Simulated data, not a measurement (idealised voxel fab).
The name of this process module is voxel transistor to metal.
Cross-section cut spans 170 nm and uses square cells 5 nm in size.
Cross-section format: a grid of square cells, given as bands from top to bottom; each band is one or more rows of cells. Band: top and bottom heights (nm) first, top before bottom; then materials from left to right, widths in nm. "full width" marks a sole material filling the band edge to edge. "blank" denotes empty space. Height reference: 0 = level under which incoming wafer is all one material. Lowest band: no bottom, runs on downward, e.g. "0 -> down". So if you see something like "30..40" for the width, read it as the top row of the band sitting at the first number and the bottom row at the second, with every row in between moving by the same amount as the last. "changes: none" (step): cross-section cells unchanged, all of them. If an empty space has no open way to the top and is at least 8 cells in size, "Closed void catalog" lists it, written width x height at distance, where distance is measured from the left edge and every value is in nm. What comes after the settings on a step's line is commentary from the simulator itself on that step. On any step carrying a mask, the "overlay nm" setting, if present on the step's line, tells how far right of its planned place the mask lay; negative values point to the left.
These are the steps we planned for the process:
| 1 | RECEIVE with material Si |
| 2 | OXIDIZE with depth nm 5 |
| 3 | CONFORMAL_DEP with material SiN, thk nm 15 |
| 4 | PATTERN with tone cover, mask id ACTIVE, material resist, width nm 110, thk nm 15, overlay nm 0 |
| 5 | DIRECTIONAL_ETCH with etch materials SiN, depth nm 15 |
| 6 | DIRECTIONAL_ETCH with etch materials SiO2, depth nm 5 |
| 7 | DIRECTIONAL_ETCH with etch materials Si, depth nm 25 |
| 8 | STRIP with etch materials resist |
| 9 | FILL_DEP with material SiO2, thk nm 15 |
| 10 | CMP with height nm 15 |
| 11 | SELECTIVE_ETCH with etch materials SiO2, depth nm 10 |
| 12 | STRIP with etch materials SiN |
| 13 | SELECTIVE_ETCH with etch materials SiO2, depth nm 5 |
| 14 | OXIDIZE with depth nm 5 |
| 15 | DIRECTIONAL_DEP with material polySi, thk nm 30 |
| 16 | DIRECTIONAL_DEP with material SiCN, thk nm 10 |
| 17 | MASKED_ETCH with tone cover, mask id GATE, width nm 20, etch materials SiCN, depth nm 20, overlay nm 0 |
| 18 | MASKED_ETCH with tone cover, mask id GATE, width nm 20, etch materials polySi, depth nm 40, overlay nm 0 |
| 19 | CONFORMAL_DEP with material SiO2, thk nm 5 |
| 20 | DIRECTIONAL_ETCH with etch materials SiO2, depth nm 5 |
| 21 | CONFORMAL_DEP with material SiN, thk nm 5 |
| 22 | DIRECTIONAL_ETCH with etch materials SiN, depth nm 5 |
| 23 | DIRECTIONAL_ETCH with etch materials SiO2, depth nm 5 |
| 24 | DIRECTIONAL_ETCH with etch materials Si, depth nm 15 |
| 25 | EPI with material nSi, thk nm 20 |
| 26 | FILL_DEP with material SiO2, thk nm 5 |
| 27 | CMP with height nm 35 |
| 28 | DIRECTIONAL_DEP with material SiO2, thk nm 15 |
| 29 | PATTERN with tone open, mask id CONTACT, material resist, width nm 30, pitch nm 60, thk nm 15, overlay nm 0 |
| 30 | DIRECTIONAL_ETCH with etch materials SiO2, depth nm 40 |
| 31 | STRIP with etch materials resist |
| 32 | CONFORMAL_DEP with material TiN, thk nm 5 |
| 33 | FILL_DEP with material W, thk nm 10 |
| 34 | CMP with height nm 50 |
| 35 | DIRECTIONAL_DEP with material TiN, thk nm 5 |
| 36 | DIRECTIONAL_DEP with material W, thk nm 15 |
| 37 | PATTERN with tone cover, mask id METAL_1, material resist, width nm 20, pitch nm 70, thk nm 15, overlay nm 0 |
| 38 | DIRECTIONAL_ETCH with etch materials W, depth nm 15 |
| 39 | DIRECTIONAL_ETCH with etch materials TiN, depth nm 5 |
| 40 | STRIP with etch materials resist |
| 41 | CONFORMAL_DEP with material SiN, thk nm 5 |
| 42 | FILL_DEP with material lowk, thk nm 10 |
| 43 | CMP with height nm 70 |
| 44 | CONFORMAL_DEP with material SiCN, thk nm 5 |
| 45 | DIRECTIONAL_DEP with material lowk, thk nm 25 |
| 46 | DIRECTIONAL_DEP with material aC, thk nm 10 |
| 47 | PATTERN with tone open, mask id METAL_2_HOLES, material resist, width nm 15, pitch nm 70, thk nm 25, overlay nm 0 |
| 48 | DIRECTIONAL_ETCH with etch materials aC, depth nm 10 |
| 49 | STRIP with etch materials resist |
| 50 | DIRECTIONAL_ETCH with etch materials lowk, depth nm 25 |
| 51 | STRIP with etch materials aC |
| 52 | MASKED_ETCH with tone open, mask id METAL_2, width nm 20, pitch nm 70, etch materials lowk, depth nm 15, overlay nm 0 |
| 53 | MASKED_ETCH with tone open, mask id METAL_2, width nm 15, pitch nm 70, etch materials SiCN, depth nm 5, overlay nm 0 |
| 54 | CONFORMAL_DEP with material TiN, thk nm 5 |
| 55 | FILL_DEP with material Cu, thk nm 10 |
| 56 | CMP with height nm 100 |
| 57 | CONFORMAL_DEP with material SiCN, thk nm 5 |
The value of width nm given for step 53 in the plan refers to the first wafer; the wafers vary in this setting and are alike at the start.
First wafer as received, after step 1:
> 0 -> down: Si full width
> Closed void catalog: none
Here is how to read the rows: every wafer has a row, and it shows the wafer at the end of the module, giving for each material how many cells were gained (+) or lost (-) since the wafer was received, then listing its closed voids:
width nm 15; +12 Cu; -152 Si; +72 SiCN; +56 SiN; +262 SiO2; +76 TiN; +70 W; +200 lowk; +94 nSi; +24 polySi; Closed void catalog: none
width nm 20; +14 Cu; -152 Si; +70 SiCN; +56 SiN; +262 SiO2; +76 TiN; +70 W; +200 lowk; +94 nSi; +24 polySi; Closed void catalog: none
width nm 25; +14 Cu; -152 Si; +70 SiCN; +56 SiN; +262 SiO2; +76 TiN; +70 W; +200 lowk; +94 nSi; +24 polySi; Closed void catalog: none
width nm 30; +14 Cu; -152 Si; +70 SiCN; +56 SiN; +262 SiO2; +76 TiN; +70 W; +200 lowk; +94 nSi; +24 polySi; Closed void catalog: none
width nm 35; +14 Cu; -152 Si; +70 SiCN; +56 SiN; +262 SiO2; +76 TiN; +70 W; +200 lowk; +94 nSi; +24 polySi; Closed void catalog: none
